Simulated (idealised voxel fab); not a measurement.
Documented hereafter: the process module known as voxel ribs on slabs.
For reference, the cross-section in this document is cut, with width 185 nm and square cells of 5 nm.
Think of the cross-section as a grid of square cells. We describe it in bands, top to bottom, and each band covers one or more rows of those cells.
Each band's line starts with the height of the band's top and of its bottom, in nm. Then come its materials from left to right, each with its width in nm. One material with "throughout" fills the band from edge to edge. "empty" is empty space.
All heights in this document are referenced to 0, defined as the level beneath which the wafer, as received, consists entirely of one material. The lowest band is not bounded below; it extends indefinitely downward and is written in the form "z 0 and below".
Graded width ("30->40"): value in top row of band = first number; value in bottom row = second number; row-to-row change constant.
Where the words "identical to before" appear for a step, the cross-section shows no cell changed by that step; every cell remained as before.
Empty spaces without an open route to the top, at least 8 cells in extent, make up the entry "Sealed void list"; each is given as width x height at distance, where the distance is measured from the left edge, and all are in nm.
If you see something after the settings on a step's line, that's the simulator's own remark about that step.
overlay nm: step with mask; distance mask lay right of planned place; negative value = left of planned place.

**Process steps - plan**
- 1: RECEIVE | material Si
- 2: DIRECTIONAL_DEP | material SiO2 | thk nm 20
- 3: DIRECTIONAL_DEP | material SiN | thk nm 15
- 4: PATTERN | tone cover | mask id RIB | material resist | width nm 15 | thk nm 20 | overlay nm 0
- 5: DIRECTIONAL_ETCH | etch materials SiN | depth nm 5
- 6: STRIP | etch materials resist
- 7: DIRECTIONAL_DEP | material aC | thk nm 10
- 8: PATTERN | tone cover | mask id SLAB | material resist | width nm 65 | thk nm 30 | overlay nm 0
- 9: DIRECTIONAL_ETCH | etch materials aC | depth nm 10
- 10: STRIP | etch materials resist
- 11: DIRECTIONAL_ETCH | etch materials SiN | depth nm 10
- 12: STRIP | etch materials aC
- 13: FILL_DEP | material SiO2 | thk nm 20
- 14: CMP | height nm 50
- 15: DIRECTIONAL_DEP | material TiN | thk nm 5
- 16: DIRECTIONAL_DEP | material aC | thk nm 15
- 17: PATTERN | tone cover | mask id HEATER | material resist | width nm 25 | thk nm 30 | overlay nm 0
- 18: DIRECTIONAL_ETCH | etch materials aC | depth nm 15
- 19: STRIP | etch materials resist
- 20: DIRECTIONAL_ETCH | etch materials TiN | depth nm 5
- 21: STRIP | etch materials aC
- 22: CONFORMAL_DEP | material SiO2 | thk nm 5

**as received, after step 1**
  z 0 and below | Si throughout
  Sealed void list: none

**What the wafer looks like in cross-section after this module, when it starts as shown above and follows the plan above but one mistake is made in running it**
  z 60 to 55 | empty 75 nm; SiO2 35 nm; empty 75 nm
  z 55 to 50 | SiO2 80 nm; TiN 25 nm; SiO2 80 nm
  z 50 to 35 | SiO2 throughout
  z 35 to 30 | SiO2 90 nm; SiN 15 nm; SiO2 80 nm
  z 30 to 20 | SiO2 60 nm; SiN 65 nm; SiO2 60 nm
  z 20 to 0 | SiO2 throughout
  z 0 and below | Si throughout
  Sealed void list: none
Against the plan, the run slipped here: step 4 off recipe, ran as PATTERN | tone cover | mask id RIB | material resist | width nm 15 | thk nm 20 | overlay nm 5
